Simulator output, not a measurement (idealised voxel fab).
Process module heading - voxel plated lines
The width of the displayed cross-section, cut, is 240 nm; its cells are square, with a size of 5 nm.
Reading order for cross-sections: top band down to bottom band. Underlying form: a grid of square cells. Band size: one or more rows of cells.
Each band's line starts with the height of the band's top and of its bottom, in nm. Then come its materials from left to right, each with its width in nm. One material with "all across" fills the band from edge to edge. "empty" is empty space.
Zero point of the height axis is 0; under it, received wafer = one material. Lowest band: continues down indefinitely, "0 nm and below".
A two-number width, for instance "30..40", indicates that the width is equal to the first number in the top row of the band and to the second number in the bottom row, and that it changes by a constant amount per row of cells.
What does "nothing altered" mean for a step? It means no cell of the cross-section changed in that step.
For the entry "Internal closed voids", the listed items are empty spaces with no open way to the top whose size is 8 cells or more; each item follows the pattern width x height at distance, where distance is from the left edge and all three are in nm.
That trailing text on a step's line, after the settings, is the simulator's own remark on the step.
When a step includes a mask, the "overlay nm" setting on its line states how far to the right of its planned place that mask lay, and negative values state how far to the left.
The planned process steps are enumerated hereunder:
| 1 | RECEIVE | material Si |
| 2 | CONFORMAL_DEP | material SiO2 | thk nm 5 |
| 3 | DIRECTIONAL_DEP | material TiN | thk nm 5 |
| 4 | PATTERN | tone open | mask id LINES | material resist | width nm 30 | pitch nm 45 | thk nm 35 | overlay nm -15 |
| 5 | EPI | material Ru | thk nm 10 |
| 6 | EPI | material Ru | thk nm 10 |
| 7 | EPI | material Ru | thk nm 10 |
| 8 | STRIP | etch materials resist |
| 9 | DIRECTIONAL_ETCH | etch materials TiN | depth nm 5 |
| 10 | CONFORMAL_DEP | material SiCN | thk nm 5 |
The plan's step 4 overlay nm is the first wafer's value; the wafers differ in this setting and start identical.
As-received state after step 1, first of several wafers, cross-section:
- 0 nm and below = Si all across
- Internal closed voids: none
Here is the cross-section of the first of several wafers at the end of the module, after its last step, step 10:
- 45 nm to 40 nm = empty 40, then SiCN 40, then empty 5, then SiCN 40, then empty 5, then SiCN 40, then empty 70
- 40 nm to 10 nm = empty 40, then SiCN 5, then Ru 30, then SiCN 5, then empty 5, then SiCN 5, then Ru 30, then SiCN 5, then empty 5, then SiCN 5, then Ru 30, then SiCN 5, then empty 70
- 10 nm to 5 nm = SiCN 45, then TiN 30, then SiCN 15, then TiN 30, then SiCN 15, then TiN 30, then SiCN 75
- 5 nm to 0 nm = SiO2 all across
- 0 nm and below = Si all across
- Internal closed voids: none
Cross-section, last wafer, module completion:
- 45 nm to 40 nm = empty 70, then SiCN 40, then empty 5, then SiCN 40, then empty 5, then SiCN 40, then empty 40
- 40 nm to 10 nm = empty 70, then SiCN 5, then Ru 30, then SiCN 5, then empty 5, then SiCN 5, then Ru 30, then SiCN 5, then empty 5, then SiCN 5, then Ru 30, then SiCN 5, then empty 40
- 10 nm to 5 nm = SiCN 75, then TiN 30, then SiCN 15, then TiN 30, then SiCN 15, then TiN 30, then SiCN 45
- 5 nm to 0 nm = SiO2 all across
- 0 nm and below = Si all across
- Internal closed voids: none
each wafer at the end: cells of each material gained (+) or lost (-) since it was received, then its closed voids:
overlay nm -15; +108 Ru; +90 SiCN; +48 SiO2; +18 TiN; Internal closed voids: none
overlay nm -10; +108 Ru; +90 SiCN; +48 SiO2; +18 TiN; Internal closed voids: none
overlay nm -5; +108 Ru; +90 SiCN; +48 SiO2; +18 TiN; Internal closed voids: none
overlay nm 0; +108 Ru; +90 SiCN; +48 SiO2; +18 TiN; Internal closed voids: none
overlay nm 5; +108 Ru; +90 SiCN; +48 SiO2; +18 TiN; Internal closed voids: none
overlay nm 10; +108 Ru; +90 SiCN; +48 SiO2; +18 TiN; Internal closed voids: none
overlay nm 15; +108 Ru; +90 SiCN; +48 SiO2; +18 TiN; Internal closed voids: none
